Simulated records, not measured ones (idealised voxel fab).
process module | voxel transistor to metal
cross-section cut | 170 nm wide | cells 5 nm
A cross-section is a grid of square cells, given in bands from the top down. A band is one or more rows of cells.
Each band's line starts with the height of the band's top and of its bottom, in nm. Then come its materials from left to right, each with its width in nm. One material with "throughout" fills the band from edge to edge. "air" is empty space.
Height 0 is the level under which the wafer as received is all one material. The lowest band goes on downwards, as in "0 down".
A width such as "30 to 40" changes by the same amount from each row of cells to the next, from the band's top row to its bottom row.
"no change" after a step means that no cell of the cross-section changed.
closed voids: empty space of 8 cells or more with no open way to the top, each as width x height at its distance from the left edge, in nm
after a step's settings: what the simulator itself notes on the step
overlay nm, on a step with a mask: how far to the right of its planned place the mask lay; to the left if negative
plan
1 op RECEIVE | material Si
2 op OXIDIZE | depth nm 5
3 op CONFORMAL_DEP | material SiN | thk nm 15
4 op PATTERN | tone cover | mask id ACTIVE | material resist | width nm 110 | thk nm 15 | overlay nm 0
5 op DIRECTIONAL_ETCH | etch materials SiN | depth nm 15
6 op DIRECTIONAL_ETCH | etch materials SiO2 | depth nm 5
7 op DIRECTIONAL_ETCH | etch materials Si | depth nm 25
8 op STRIP | etch materials resist
9 op FILL_DEP | material SiO2 | thk nm 15
10 op CMP | height nm 15
11 op SELECTIVE_ETCH | etch materials SiO2 | depth nm 10
12 op STRIP | etch materials SiN
13 op SELECTIVE_ETCH | etch materials SiO2 | depth nm 5
14 op OXIDIZE | depth nm 5
15 op DIRECTIONAL_DEP | material polySi | thk nm 30
16 op DIRECTIONAL_DEP | material SiCN | thk nm 10
17 op MASKED_ETCH | tone cover | mask id GATE | width nm 20 | etch materials SiCN | depth nm 20 | overlay nm 0
18 op MASKED_ETCH | tone cover | mask id GATE | width nm 20 | etch materials polySi | depth nm 40 | overlay nm 0
19 op CONFORMAL_DEP | material SiO2 | thk nm 5
20 op DIRECTIONAL_ETCH | etch materials SiO2 | depth nm 5
21 op CONFORMAL_DEP | material SiN | thk nm 5
22 op DIRECTIONAL_ETCH | etch materials SiN | depth nm 5
23 op DIRECTIONAL_ETCH | etch materials SiO2 | depth nm 5
24 op DIRECTIONAL_ETCH | etch materials Si | depth nm 15
25 op EPI | material nSi | thk nm 20
26 op FILL_DEP | material SiO2 | thk nm 5
27 op CMP | height nm 35
28 op DIRECTIONAL_DEP | material SiO2 | thk nm 15
29 op PATTERN | tone open | mask id CONTACT | material resist | width nm 30 | pitch nm 60 | thk nm 15 | overlay nm 0
30 op DIRECTIONAL_ETCH | etch materials SiO2 | depth nm 40
31 op STRIP | etch materials resist
32 op CONFORMAL_DEP | material TiN | thk nm 5
33 op FILL_DEP | material W | thk nm 10
34 op CMP | height nm 50
35 op DIRECTIONAL_DEP | material TiN | thk nm 5
36 op DIRECTIONAL_DEP | material W | thk nm 15
37 op PATTERN | tone cover | mask id METAL_1 | material resist | width nm 20 | pitch nm 70 | thk nm 15 | overlay nm 0
38 op DIRECTIONAL_ETCH | etch materials W | depth nm 15
39 op DIRECTIONAL_ETCH | etch materials TiN | depth nm 5
40 op STRIP | etch materials resist
41 op CONFORMAL_DEP | material SiN | thk nm 5
42 op FILL_DEP | material lowk | thk nm 10
43 op CMP | height nm 70
44 op CONFORMAL_DEP | material SiCN | thk nm 5
45 op DIRECTIONAL_DEP | material lowk | thk nm 25
46 op DIRECTIONAL_DEP | material aC | thk nm 10
47 op PATTERN | tone open | mask id METAL_2_HOLES | material resist | width nm 15 | pitch nm 70 | thk nm 25 | overlay nm 0
48 op DIRECTIONAL_ETCH | etch materials aC | depth nm 10
49 op STRIP | etch materials resist
50 op DIRECTIONAL_ETCH | etch materials lowk | depth nm 25
51 op STRIP | etch materials aC
52 op MASKED_ETCH | tone open | mask id METAL_2 | width nm 20 | pitch nm 70 | etch materials lowk | depth nm 15 | overlay nm 0
53 op MASKED_ETCH | tone open | mask id METAL_2 | width nm 20 | pitch nm 70 | etch materials SiCN | depth nm 5 | overlay nm 0
54 op CONFORMAL_DEP | material TiN | thk nm 5
55 op FILL_DEP | material Cu | thk nm 10
56 op CMP | height nm 100
57 op CONFORMAL_DEP | material SiCN | thk nm 5
first wafer, as planned
as received, after step 1
  0 down: Si throughout
  closed voids: none
after step 2
  0 to -5: SiO2 throughout
  below -5: unchanged
after step 3
  15 to 0: SiN throughout
  below 0: unchanged
after step 4
  30 to 15: air 30 | resist 110 | air 30
  below 15: unchanged
after step 5
  30 to 15: air 30 | resist 110 | air 30
  15 to 0: air 30 | SiN 110 | air 30
  below 0: unchanged
after step 6
  30 to 15: air 30 | resist 110 | air 30
  15 to 0: air 30 | SiN 110 | air 30
  0 to -5: air 30 | SiO2 110 | air 30
  below -5: unchanged
after step 7
  30 to 15: air 30 | resist 110 | air 30
  15 to 0: air 30 | SiN 110 | air 30
  0 to -5: air 30 | SiO2 110 | air 30
  -5 to -30: air 30 | Si 110 | air 30
  below -30: unchanged
after step 8
  15 to 0: air 30 | SiN 110 | air 30
  below 0: unchanged
after step 9
  30 to 15: SiO2 throughout
  15 to 0: SiO2 30 | SiN 110 | SiO2 30
  0 to -5: SiO2 throughout
  -5 to -30: SiO2 30 | Si 110 | SiO2 30
  below -30: unchanged
after step 10
  15 to 0: SiO2 30 | SiN 110 | SiO2 30
  below 0: unchanged
after step 11
  15 to 5: air 30 | SiN 110 | air 30
  below 5: unchanged
after step 12
  5 to 0: SiO2 30 | air 110 | SiO2 30
  below 0: unchanged
after step 13
  0 to -5: SiO2 25 | air 120 | SiO2 25
  below -5: unchanged
after step 14
  0 to -5: SiO2 25 | air 120 | SiO2 25
  -5 to -10: SiO2 throughout
  below -10: unchanged
after step 15
  30 to 25: polySi 25 | air 120 | polySi 25
  25 to 0: polySi throughout
  0 to -5: SiO2 25 | polySi 120 | SiO2 25
  below -5: unchanged
after step 16
  40 to 35: SiCN 25 | air 120 | SiCN 25
  35 to 30: SiCN throughout
  30 to 25: polySi 25 | SiCN 120 | polySi 25
  below 25: unchanged
after step 17
  35 to 30: air 75 | SiCN 20 | air 75
  30 to 25: polySi 25 | air 50 | SiCN 20 | air 50 | polySi 25
  below 25: unchanged
after step 18
  35 to 25: air 75 | SiCN 20 | air 75
  25 to 0: air 75 | polySi 20 | air 75
  0 to -5: SiO2 25 | air 50 | polySi 20 | air 50 | SiO2 25
  below -5: unchanged
after step 19
  40 to 35: air 70 | SiO2 30 | air 70
  35 to 25: air 70 | SiO2 5 | SiCN 20 | SiO2 5 | air 70
  25 to 5: air 70 | SiO2 5 | polySi 20 | SiO2 5 | air 70
  5 to 0: SiO2 30 | air 40 | SiO2 5 | polySi 20 | SiO2 5 | air 40 | SiO2 30
  0 to -5: SiO2 75 | polySi 20 | SiO2 75
  below -5: unchanged
after step 20
  35 to 25: air 70 | SiO2 5 | SiCN 20 | SiO2 5 | air 70
  25 to 0: air 70 | SiO2 5 | polySi 20 | SiO2 5 | air 70
  0 to -5: SiO2 30 | air 40 | SiO2 5 | polySi 20 | SiO2 5 | air 40 | SiO2 30
  below -5: unchanged
after step 21
  40 to 35: air 65 | SiN 40 | air 65
  35 to 25: air 65 | SiN 5 | SiO2 5 | SiCN 20 | SiO2 5 | SiN 5 | air 65
  25 to 5: air 65 | SiN 5 | SiO2 5 | polySi 20 | SiO2 5 | SiN 5 | air 65
  5 to 0: SiN 35 | air 30 | SiN 5 | SiO2 5 | polySi 20 | SiO2 5 | SiN 5 | air 30 | SiN 35
  0 to -5: SiO2 30 | SiN 40 | SiO2 5 | polySi 20 | SiO2 5 | SiN 40 | SiO2 30
  below -5: unchanged
after step 22
  35 to 25: air 65 | SiN 5 | SiO2 5 | SiCN 20 | SiO2 5 | SiN 5 | air 65
  25 to 0: air 65 | SiN 5 | SiO2 5 | polySi 20 | SiO2 5 | SiN 5 | air 65
  0 to -5: SiO2 30 | SiN 5 | air 30 | SiN 5 | SiO2 5 | polySi 20 | SiO2 5 | SiN 5 | air 30 | SiN 5 | SiO2 30
  below -5: unchanged
after step 23
  35 to 30: air 65 | SiN 5 | air 5 | SiCN 20 | air 5 | SiN 5 | air 65
  30 to 25: air 65 | SiN 5 | SiO2 5 | SiCN 20 | SiO2 5 | SiN 5 | air 65
  25 to 0: air 65 | SiN 5 | SiO2 5 | polySi 20 | SiO2 5 | SiN 5 | air 65
  0 to -5: air 30 | SiN 5 | air 30 | SiN 5 | SiO2 5 | polySi 20 | SiO2 5 | SiN 5 | air 30 | SiN 5 | air 30
  -5 to -10: SiO2 35 | air 30 | SiO2 40 | air 30 | SiO2 35
  below -10: unchanged
after step 24
  35 to 30: air 65 | SiN 5 | air 5 | SiCN 20 | air 5 | SiN 5 | air 65
  30 to 25: air 65 | SiN 5 | SiO2 5 | SiCN 20 | SiO2 5 | SiN 5 | air 65
  25 to 0: air 65 | SiN 5 | SiO2 5 | polySi 20 | SiO2 5 | SiN 5 | air 65
  0 to -5: air 30 | SiN 5 | air 30 | SiN 5 | SiO2 5 | polySi 20 | SiO2 5 | SiN 5 | air 30 | SiN 5 | air 30
  -5 to -10: SiO2 35 | air 30 | SiO2 40 | air 30 | SiO2 35
  -10 to -25: SiO2 30 | Si 5 | air 30 | Si 40 | air 30 | Si 5 | SiO2 30
  below -25: unchanged
after step 25
  35 to 30: air 65 | SiN 5 | air 5 | SiCN 20 | air 5 | SiN 5 | air 65
  30 to 25: air 65 | SiN 5 | SiO2 5 | SiCN 20 | SiO2 5 | SiN 5 | air 65
  25 to 10: air 65 | SiN 5 | SiO2 5 | polySi 20 | SiO2 5 | SiN 5 | air 65
  10 to 0: air 25 | nSi 40 | SiN 5 | SiO2 5 | polySi 20 | SiO2 5 | SiN 5 | nSi 40 | air 25
  0 to -5: air 25 | nSi 5 | SiN 5 | nSi 30 | SiN 5 | SiO2 5 | polySi 20 | SiO2 5 | SiN 5 | nSi 30 | SiN 5 | nSi 5 | air 25
  -5 to -10: SiO2 35 | nSi 30 | SiO2 40 | nSi 30 | SiO2 35
  -10 to -25: SiO2 30 | Si 5 | nSi 30 | Si 40 | nSi 30 | Si 5 | SiO2 30
  below -25: unchanged
after step 26
  40 to 35: SiO2 throughout
  35 to 25: SiO2 65 | SiN 5 | SiO2 5 | SiCN 20 | SiO2 5 | SiN 5 | SiO2 65
  25 to 10: SiO2 65 | SiN 5 | SiO2 5 | polySi 20 | SiO2 5 | SiN 5 | SiO2 65
  10 to 0: SiO2 25 | nSi 40 | SiN 5 | SiO2 5 | polySi 20 | SiO2 5 | SiN 5 | nSi 40 | SiO2 25
  0 to -5: SiO2 25 | nSi 5 | SiN 5 | nSi 30 | SiN 5 | SiO2 5 | polySi 20 | SiO2 5 | SiN 5 | nSi 30 | SiN 5 | nSi 5 | SiO2 25
  below -5: unchanged
after step 27
  35 to 25: SiO2 65 | SiN 5 | SiO2 5 | SiCN 20 | SiO2 5 | SiN 5 | SiO2 65
  below 25: unchanged
after step 28
  50 to 35: SiO2 throughout
  below 35: unchanged
after step 29
  65 to 50: resist 40 | air 30 | resist 30 | air 30 | resist 40
  below 50: unchanged
after step 30
  65 to 50: resist 40 | air 30 | resist 30 | air 30 | resist 40
  50 to 35: SiO2 40 | air 30 | SiO2 30 | air 30 | SiO2 40
  35 to 25: SiO2 40 | air 25 | SiN 5 | SiO2 5 | SiCN 20 | SiO2 5 | SiN 5 | air 25 | SiO2 40
  25 to 10: SiO2 40 | air 25 | SiN 5 | SiO2 5 | polySi 20 | SiO2 5 | SiN 5 | air 25 | SiO2 40
  below 10: unchanged
after step 31
  50 to 35: SiO2 40 | air 30 | SiO2 30 | air 30 | SiO2 40
  below 35: unchanged
after step 32
  55 to 50: TiN 45 | air 20 | TiN 40 | air 20 | TiN 45
  50 to 40: SiO2 40 | TiN 5 | air 20 | TiN 5 | SiO2 30 | TiN 5 | air 20 | TiN 5 | SiO2 40
  40 to 35: SiO2 40 | TiN 5 | air 15 | TiN 10 | SiO2 30 | TiN 10 | air 15 | TiN 5 | SiO2 40
  35 to 25: SiO2 40 | TiN 5 | air 15 | TiN 5 | SiN 5 | SiO2 5 | SiCN 20 | SiO2 5 | SiN 5 | TiN 5 | air 15 | TiN 5 | SiO2 40
  25 to 15: SiO2 40 | TiN 5 | air 15 | TiN 5 | SiN 5 | SiO2 5 | polySi 20 | SiO2 5 | SiN 5 | TiN 5 | air 15 | TiN 5 | SiO2 40
  15 to 10: SiO2 40 | TiN 25 | SiN 5 | SiO2 5 | polySi 20 | SiO2 5 | SiN 5 | TiN 25 | SiO2 40
  below 10: unchanged
after step 33
  65 to 55: W throughout
  55 to 50: TiN 45 | W 20 | TiN 40 | W 20 | TiN 45
  50 to 40: SiO2 40 | TiN 5 | W 20 | TiN 5 | SiO2 30 | TiN 5 | W 20 | TiN 5 | SiO2 40
  40 to 35: SiO2 40 | TiN 5 | W 15 | TiN 10 | SiO2 30 | TiN 10 | W 15 | TiN 5 | SiO2 40
  35 to 25: SiO2 40 | TiN 5 | W 15 | TiN 5 | SiN 5 | SiO2 5 | SiCN 20 | SiO2 5 | SiN 5 | TiN 5 | W 15 | TiN 5 | SiO2 40
  25 to 15: SiO2 40 | TiN 5 | W 15 | TiN 5 | SiN 5 | SiO2 5 | polySi 20 | SiO2 5 | SiN 5 | TiN 5 | W 15 | TiN 5 | SiO2 40
  below 15: unchanged
after step 34
  50 to 40: SiO2 40 | TiN 5 | W 20 | TiN 5 | SiO2 30 | TiN 5 | W 20 | TiN 5 | SiO2 40
  below 40: unchanged
after step 35
  55 to 50: TiN throughout
  below 50: unchanged
after step 36
  70 to 55: W throughout
  below 55: unchanged
after step 37
  85 to 70: air 40 | resist 20 | air 50 | resist 20 | air 40
  below 70: unchanged
after step 38
  85 to 70: air 40 | resist 20 | air 50 | resist 20 | air 40
  70 to 55: air 40 | W 20 | air 50 | W 20 | air 40
  below 55: unchanged
after step 39
  85 to 70: air 40 | resist 20 | air 50 | resist 20 | air 40
  70 to 55: air 40 | W 20 | air 50 | W 20 | air 40
  55 to 50: air 40 | TiN 20 | air 50 | TiN 20 | air 40
  below 50: unchanged
after step 40
  70 to 55: air 40 | W 20 | air 50 | W 20 | air 40
  below 55: unchanged
after step 41
  75 to 70: air 35 | SiN 30 | air 40 | SiN 30 | air 35
  70 to 55: air 35 | SiN 5 | W 20 | SiN 5 | air 40 | SiN 5 | W 20 | SiN 5 | air 35
  55 to 50: SiN 40 | TiN 20 | SiN 50 | TiN 20 | SiN 40
  below 50: unchanged
after step 42
  85 to 75: lowk throughout
  75 to 70: lowk 35 | SiN 30 | lowk 40 | SiN 30 | lowk 35
  70 to 55: lowk 35 | SiN 5 | W 20 | SiN 5 | lowk 40 | SiN 5 | W 20 | SiN 5 | lowk 35
  below 55: unchanged
after step 43
  70 to 55: lowk 35 | SiN 5 | W 20 | SiN 5 | lowk 40 | SiN 5 | W 20 | SiN 5 | lowk 35
  below 55: unchanged
after step 44
  75 to 70: SiCN throughout
  below 70: unchanged
after step 45
  100 to 75: lowk throughout
  below 75: unchanged
after step 46
  110 to 100: aC throughout
  below 100: unchanged
after step 47
  135 to 110: resist 40 | air 15 | resist 55 | air 15 | resist 45
  below 110: unchanged
after step 48
  125 to 110: resist 40 | air 15 | resist 55 | air 15 | resist 45
  110 to 100: aC 40 | air 15 | aC 55 | air 15 | aC 45
  below 100: unchanged
after step 49
  110 to 100: aC 40 | air 15 | aC 55 | air 15 | aC 45
  below 100: unchanged
after step 50
  110 to 100: aC 40 | air 15 | aC 55 | air 15 | aC 45
  100 to 75: lowk 40 | air 15 | lowk 55 | air 15 | lowk 45
  below 75: unchanged
after step 51
  100 to 75: lowk 40 | air 15 | lowk 55 | air 15 | lowk 45
  below 75: unchanged
after step 52
  100 to 85: lowk 40 | air 20 | lowk 50 | air 20 | lowk 40
  below 85: unchanged
after step 53
  100 to 85: lowk 40 | air 20 | lowk 50 | air 20 | lowk 40
  85 to 75: lowk 40 | air 15 | lowk 55 | air 15 | lowk 45
  75 to 70: SiCN 40 | air 15 | SiCN 55 | air 15 | SiCN 45
  below 70: unchanged
after step 54
  105 to 100: TiN 45 | air 10 | TiN 60 | air 10 | TiN 45
  100 to 90: lowk 40 | TiN 5 | air 10 | TiN 5 | lowk 50 | TiN 5 | air 10 | TiN 5 | lowk 40
  90 to 85: lowk 40 | TiN 5 | air 5 | TiN 10 | lowk 50 | TiN 5 | air 5 | TiN 10 | lowk 40
  85 to 75: lowk 40 | TiN 5 | air 5 | TiN 5 | lowk 55 | TiN 5 | air 5 | TiN 5 | lowk 45
  75 to 70: SiCN 40 | TiN 15 | SiCN 55 | TiN 15 | SiCN 45
  below 70: unchanged
after step 55
  115 to 105: Cu throughout
  105 to 100: TiN 45 | Cu 10 | TiN 60 | Cu 10 | TiN 45
  100 to 90: lowk 40 | TiN 5 | Cu 10 | TiN 5 | lowk 50 | TiN 5 | Cu 10 | TiN 5 | lowk 40
  90 to 85: lowk 40 | TiN 5 | Cu 5 | TiN 10 | lowk 50 | TiN 5 | Cu 5 | TiN 10 | lowk 40
  85 to 75: lowk 40 | TiN 5 | Cu 5 | TiN 5 | lowk 55 | TiN 5 | Cu 5 | TiN 5 | lowk 45
  below 75: unchanged
after step 56
  100 to 90: lowk 40 | TiN 5 | Cu 10 | TiN 5 | lowk 50 | TiN 5 | Cu 10 | TiN 5 | lowk 40
  below 90: unchanged
after step 57
  105 to 100: SiCN throughout
  below 100: unchanged
second wafer: like start, like plan, one mistake. Through step 27 it matches the first wafer
when step 28 should have ended
  65 to 35: SiO2 throughout
  below 35: unchanged
when step 29 should have ended
  80 to 65: resist 40 | air 30 | resist 30 | air 30 | resist 40
  below 65: unchanged
when step 30 should have ended
  80 to 65: resist 40 | air 30 | resist 30 | air 30 | resist 40
  65 to 35: SiO2 40 | air 30 | SiO2 30 | air 30 | SiO2 40
  35 to 25: SiO2 40 | air 25 | SiN 5 | SiO2 5 | SiCN 20 | SiO2 5 | SiN 5 | air 25 | SiO2 40
  below 25: unchanged
when step 31 should have ended
  65 to 35: SiO2 40 | air 30 | SiO2 30 | air 30 | SiO2 40
  below 35: unchanged
when step 32 should have ended
  70 to 65: TiN 45 | air 20 | TiN 40 | air 20 | TiN 45
  65 to 40: SiO2 40 | TiN 5 | air 20 | TiN 5 | SiO2 30 | TiN 5 | air 20 | TiN 5 | SiO2 40
  40 to 35: SiO2 40 | TiN 5 | air 15 | TiN 10 | SiO2 30 | TiN 10 | air 15 | TiN 5 | SiO2 40
  35 to 30: SiO2 40 | TiN 5 | air 15 | TiN 5 | SiN 5 | SiO2 5 | SiCN 20 | SiO2 5 | SiN 5 | TiN 5 | air 15 | TiN 5 | SiO2 40
  30 to 25: SiO2 40 | TiN 25 | SiN 5 | SiO2 5 | SiCN 20 | SiO2 5 | SiN 5 | TiN 25 | SiO2 40
  below 25: unchanged
when step 33 should have ended
  80 to 70: W throughout
  70 to 65: TiN 45 | W 20 | TiN 40 | W 20 | TiN 45
  65 to 40: SiO2 40 | TiN 5 | W 20 | TiN 5 | SiO2 30 | TiN 5 | W 20 | TiN 5 | SiO2 40
  40 to 35: SiO2 40 | TiN 5 | W 15 | TiN 10 | SiO2 30 | TiN 10 | W 15 | TiN 5 | SiO2 40
  35 to 30: SiO2 40 | TiN 5 | W 15 | TiN 5 | SiN 5 | SiO2 5 | SiCN 20 | SiO2 5 | SiN 5 | TiN 5 | W 15 | TiN 5 | SiO2 40
  below 30: unchanged
when step 34 should have ended
  50 to 40: SiO2 40 | TiN 5 | W 20 | TiN 5 | SiO2 30 | TiN 5 | W 20 | TiN 5 | SiO2 40
  below 40: unchanged
when step 35 should have ended
  55 to 50: TiN throughout
  below 50: unchanged
when step 36 should have ended
  70 to 55: W throughout
  below 55: unchanged
when step 37 should have ended
  85 to 70: air 40 | resist 20 | air 50 | resist 20 | air 40
  below 70: unchanged
when step 38 should have ended
  85 to 70: air 40 | resist 20 | air 50 | resist 20 | air 40
  70 to 55: air 40 | W 20 | air 50 | W 20 | air 40
  below 55: unchanged
when step 39 should have ended
  85 to 70: air 40 | resist 20 | air 50 | resist 20 | air 40
  70 to 55: air 40 | W 20 | air 50 | W 20 | air 40
  55 to 50: air 40 | TiN 20 | air 50 | TiN 20 | air 40
  below 50: unchanged
when step 40 should have ended
  70 to 55: air 40 | W 20 | air 50 | W 20 | air 40
  below 55: unchanged
when step 41 should have ended
  75 to 70: air 35 | SiN 30 | air 40 | SiN 30 | air 35
  70 to 55: air 35 | SiN 5 | W 20 | SiN 5 | air 40 | SiN 5 | W 20 | SiN 5 | air 35
  55 to 50: SiN 40 | TiN 20 | SiN 50 | TiN 20 | SiN 40
  below 50: unchanged
when step 42 should have ended
  85 to 75: lowk throughout
  75 to 70: lowk 35 | SiN 30 | lowk 40 | SiN 30 | lowk 35
  70 to 55: lowk 35 | SiN 5 | W 20 | SiN 5 | lowk 40 | SiN 5 | W 20 | SiN 5 | lowk 35
  below 55: unchanged
when step 43 should have ended
  70 to 55: lowk 35 | SiN 5 | W 20 | SiN 5 | lowk 40 | SiN 5 | W 20 | SiN 5 | lowk 35
  below 55: unchanged
when step 44 should have ended
  75 to 70: SiCN throughout
  below 70: unchanged
when step 45 should have ended
  100 to 75: lowk throughout
  below 75: unchanged
when step 46 should have ended
  110 to 100: aC throughout
  below 100: unchanged
when step 47 should have ended
  135 to 110: resist 40 | air 15 | resist 55 | air 15 | resist 45
  below 110: unchanged
when step 48 should have ended
  125 to 110: resist 40 | air 15 | resist 55 | air 15 | resist 45
  110 to 100: aC 40 | air 15 | aC 55 | air 15 | aC 45
  below 100: unchanged
when step 49 should have ended
  110 to 100: aC 40 | air 15 | aC 55 | air 15 | aC 45
  below 100: unchanged
when step 50 should have ended
  110 to 100: aC 40 | air 15 | aC 55 | air 15 | aC 45
  100 to 75: lowk 40 | air 15 | lowk 55 | air 15 | lowk 45
  below 75: unchanged
when step 51 should have ended
  100 to 75: lowk 40 | air 15 | lowk 55 | air 15 | lowk 45
  below 75: unchanged
when step 52 should have ended
  100 to 85: lowk 40 | air 20 | lowk 50 | air 20 | lowk 40
  below 85: unchanged
when step 53 should have ended
  100 to 85: lowk 40 | air 20 | lowk 50 | air 20 | lowk 40
  85 to 75: lowk 40 | air 15 | lowk 55 | air 15 | lowk 45
  75 to 70: SiCN 40 | air 15 | SiCN 55 | air 15 | SiCN 45
  below 70: unchanged
when step 54 should have ended
  105 to 100: TiN 45 | air 10 | TiN 60 | air 10 | TiN 45
  100 to 90: lowk 40 | TiN 5 | air 10 | TiN 5 | lowk 50 | TiN 5 | air 10 | TiN 5 | lowk 40
  90 to 85: lowk 40 | TiN 5 | air 5 | TiN 10 | lowk 50 | TiN 5 | air 5 | TiN 10 | lowk 40
  85 to 75: lowk 40 | TiN 5 | air 5 | TiN 5 | lowk 55 | TiN 5 | air 5 | TiN 5 | lowk 45
  75 to 70: SiCN 40 | TiN 15 | SiCN 55 | TiN 15 | SiCN 45
  below 70: unchanged
when step 55 should have ended
  115 to 105: Cu throughout
  105 to 100: TiN 45 | Cu 10 | TiN 60 | Cu 10 | TiN 45
  100 to 90: lowk 40 | TiN 5 | Cu 10 | TiN 5 | lowk 50 | TiN 5 | Cu 10 | TiN 5 | lowk 40
  90 to 85: lowk 40 | TiN 5 | Cu 5 | TiN 10 | lowk 50 | TiN 5 | Cu 5 | TiN 10 | lowk 40
  85 to 75: lowk 40 | TiN 5 | Cu 5 | TiN 5 | lowk 55 | TiN 5 | Cu 5 | TiN 5 | lowk 45
  below 75: unchanged
when step 56 should have ended
  100 to 90: lowk 40 | TiN 5 | Cu 10 | TiN 5 | lowk 50 | TiN 5 | Cu 10 | TiN 5 | lowk 40
  below 90: unchanged
when step 57 should have ended
  105 to 100: SiCN throughout
  below 100: unchanged
what went wrong: step 28 was run twice
at the end the second wafer has, in cells: 30 more of SiO2 | 12 fewer of TiN | 18 fewer of W
